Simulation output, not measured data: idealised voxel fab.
process module | voxel gate over fins
cross-section cut | 235 nm wide | cells 5 nm
A cross-section is a grid of square cells, given in bands from the top down. A band is one or more rows of cells.
Each band's line starts with the height of the band's top and of its bottom, in nm. Then come its materials from left to right, each with its width in nm. One material with "throughout" fills the band from edge to edge. "air" is empty space.
Height 0 is the level under which the wafer as received is all one material. The lowest band goes on downwards, as in "0 down".
A width such as "30 to 40" changes by the same amount from each row of cells to the next, from the band's top row to its bottom row.
"no change" after a step means that no cell of the cross-section changed.
closed voids: empty space of 8 cells or more with no open way to the top, each as width x height at its distance from the left edge, in nm
after a step's settings: what the simulator itself notes on the step
overlay nm, on a step with a mask: how far to the right of its planned place the mask lay; to the left if negative
plan
1 op RECEIVE | material Si
2 op CONFORMAL_DEP | material SiN | thk nm 5
3 op PATTERN | tone cover | mask id FINS | material resist | width nm 15 | pitch nm 35 | thk nm 15 | overlay nm 0
4 op DIRECTIONAL_ETCH | etch materials SiN | depth nm 5
5 op DIRECTIONAL_ETCH | etch materials Si | depth nm 35
6 op STRIP | etch materials resist
7 op FILL_DEP | material SiO2 | thk nm 5
8 op CMP | height nm 5
9 op SELECTIVE_ETCH | etch materials SiO2 | depth nm 15
10 op STRIP | etch materials SiN
11 op CONFORMAL_DEP | material HfO2 | thk nm 5
12 op CONFORMAL_DEP | material TiN | thk nm 5
13 op FILL_DEP | material W | thk nm 10
14 op CMP | height nm 15
15 op CONFORMAL_DEP | material SiN | thk nm 5
as received, after step 1
  0 down: Si throughout
  closed voids: none
a wafer at the end: this start, this plan, one mistake
  20 to 15: SiN throughout
  15 to 10: W throughout
  10 to 5: W 65 | TiN 105 | W 65
  5 to 0: W 65 | TiN 5 | HfO2 25 | TiN 10 | HfO2 25 | TiN 10 | HfO2 25 | TiN 5 | W 65
  0 to -15: W 65 | TiN 5 | HfO2 5 | Si 15 | HfO2 5 | TiN 10 | HfO2 5 | Si 15 | HfO2 5 | TiN 10 | HfO2 5 | Si 15 | HfO2 5 | TiN 5 | W 65
  -15 to -20: TiN 70 | HfO2 5 | Si 15 | HfO2 5 | TiN 10 | HfO2 5 | Si 15 | HfO2 5 | TiN 10 | HfO2 5 | Si 15 | HfO2 5 | TiN 70
  -20 to -25: HfO2 75 | Si 15 | HfO2 20 | Si 15 | HfO2 20 | Si 15 | HfO2 75
  -25 to -35: SiO2 75 | Si 15 | SiO2 20 | Si 15 | SiO2 20 | Si 15 | SiO2 75
  -35 down: Si throughout
  closed voids: none
what went wrong: step 9 was run twice
